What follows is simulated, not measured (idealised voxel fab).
Documented hereafter: the process module known as voxel wiring stack.
Square cell edge 5 nm, section width 295 nm, ID cut.
A cross-section in this document is a grid of square cells, and it is written down as bands, the top band listed before the ones below it; a band is made up of one or more rows of cells. Per band: top height and bottom height in nm, followed by the left-to-right materials and their widths in nm; "edge to edge" marks a single material spanning edge to edge, "blank" marks empty space. Heights are measured from 0, the level below which the as-received wafer is all one material; the lowest band has no bottom and continues downward, written as in "z 0 and below". Per-row width for "30 to 40": begins at first number (top row of band), ends at second number (bottom row), increment between rows held constant. Reading "remains unaltered" for a step: not a cell of the cross-section changed in it. The list in "Closed cavity list" covers empty spaces of 8 cells or more that cannot reach the top through any open way, and it gives each as width x height at distance; the distance is from the left edge, and width, height and distance are in nm. Read whatever lies past the settings on a step's line as the simulator's own remark about the step. A step line may carry the setting "overlay nm", which, for steps involving a mask, states the distance by which the mask lay to the right of its intended position; negative values denote displacement to the left.

PROCESS STEPS (PLANNED)
1: op RECEIVE | material Si
2: op CONFORMAL_DEP | material SiO2 | thk nm 10
3: op DIRECTIONAL_DEP | material TiN | thk nm 5
4: op DIRECTIONAL_DEP | material Ru | thk nm 20
5: op PATTERN | tone cover | mask id METAL_1 | material resist | width nm 30 | pitch nm 50 | thk nm 15 | overlay nm 0
6: op DIRECTIONAL_ETCH | etch materials Ru | depth nm 20
7: op DIRECTIONAL_ETCH | etch materials TiN | depth nm 5
8: op STRIP | etch materials resist
9: op FILL_DEP | material lowk | thk nm 10
10: op CMP | height nm 35
11: op CONFORMAL_DEP | material SiCN | thk nm 5
12: op DIRECTIONAL_DEP | material lowk | thk nm 20
13: op PATTERN | tone open | mask id PLUG_1 | material resist | width nm 15 | pitch nm 50 | thk nm 20 | overlay nm 0
14: op DIRECTIONAL_ETCH | etch materials lowk | depth nm 20
15: op DIRECTIONAL_ETCH | etch materials SiCN | depth nm 5
16: op STRIP | etch materials resist
17: op EPI | material Ru | thk nm 10
18: op EPI | material Ru | thk nm 10
19: op EPI | material Ru | thk nm 5
20: op DIRECTIONAL_DEP | material TiN | thk nm 5
21: op DIRECTIONAL_DEP | material W | thk nm 20
22: op MASKED_ETCH | tone cover | mask id METAL_2 | width nm 30 | pitch nm 50 | etch materials W | depth nm 20 | overlay nm 0
23: op MASKED_ETCH | tone cover | mask id METAL_2 | width nm 30 | pitch nm 50 | etch materials TiN | depth nm 5 | overlay nm 0
24: op CONFORMAL_DEP | material SiN | thk nm 5
25: op FILL_DEP | material SiO2 | thk nm 10
26: op CMP | height nm 85
27: op CONFORMAL_DEP | material SiCN | thk nm 5

RECEIVED-STATE CROSS-SECTION, REFLECTING COMPLETION OF STEP 1
- z 0 and below: Si edge to edge
- Closed cavity list: none

HERE'S THE CROSS-SECTION OF THE FIRST OF OUR TWO WAFERS AT THE END OF THE MODULE - IT RAN AS PLANNED
- z 90 to 85: SiCN edge to edge
- z 85 to 65: SiO2 75; SiN 5; W 30; SiN 5; SiO2 10; SiN 5; W 30; SiN 5; SiO2 10; SiN 5; W 30; SiN 5; SiO2 80
- z 65 to 60: SiN 80; TiN 30; SiN 20; TiN 30; SiN 20; TiN 30; SiN 85
- z 60 to 40: lowk 80; Ru 15; lowk 35; Ru 15; lowk 35; Ru 15; lowk 100
- z 40 to 35: SiCN 80; Ru 15; SiCN 35; Ru 15; SiCN 35; Ru 15; SiCN 100
- z 35 to 15: lowk 80; Ru 30; lowk 20; Ru 30; lowk 20; Ru 30; lowk 85
- z 15 to 10: lowk 80; TiN 30; lowk 20; TiN 30; lowk 20; TiN 30; lowk 85
- z 10 to 0: SiO2 edge to edge
- z 0 and below: Si edge to edge
- Closed cavity list: none

THIS CROSS-SECTION BELONGS TO THE SECOND WAFER OF TWO AT THE END OF THE MODULE; THE START AND THE PLAN WERE SHARED WITH THE FIRST, AND THE RUN INCLUDED ONE MISTAKE
- z 90 to 85: SiCN edge to edge
- z 85 to 70: SiO2 70; SiN 5; W 30; SiN 5; SiO2 10; SiN 5; W 30; SiN 5; SiO2 10; SiN 5; W 30; SiN 5; SiO2 85
- z 70 to 65: SiO2 70; SiN 5; W 30; SiN 10; SiO2 5; SiN 5; W 30; SiN 10; SiO2 5; SiN 5; W 30; SiN 10; SiO2 80
- z 65 to 60: SiN 75; TiN 35; SiN 15; TiN 35; SiN 15; TiN 35; SiN 85
- z 60 to 40: lowk 80; Ru 15; lowk 35; Ru 15; lowk 35; Ru 15; lowk 100
- z 40 to 35: SiCN 80; Ru 15; SiCN 35; Ru 15; SiCN 35; Ru 15; SiCN 100
- z 35 to 15: lowk 80; Ru 30; lowk 20; Ru 30; lowk 20; Ru 30; lowk 85
- z 15 to 10: lowk 80; TiN 30; lowk 20; TiN 30; lowk 20; TiN 30; lowk 85
- z 10 to 0: SiO2 edge to edge
- z 0 and below: Si edge to edge
- Closed cavity list: none
Run error: step 22 did not happen as planned, as run it was op MASKED_ETCH | tone cover | mask id METAL_2 | width nm 30 | pitch nm 50 | etch materials W | depth nm 20 | overlay nm -5
Wafer comparison, final, in cells, second relative to first, materials more or fewer: SiO2 -3, TiN +3
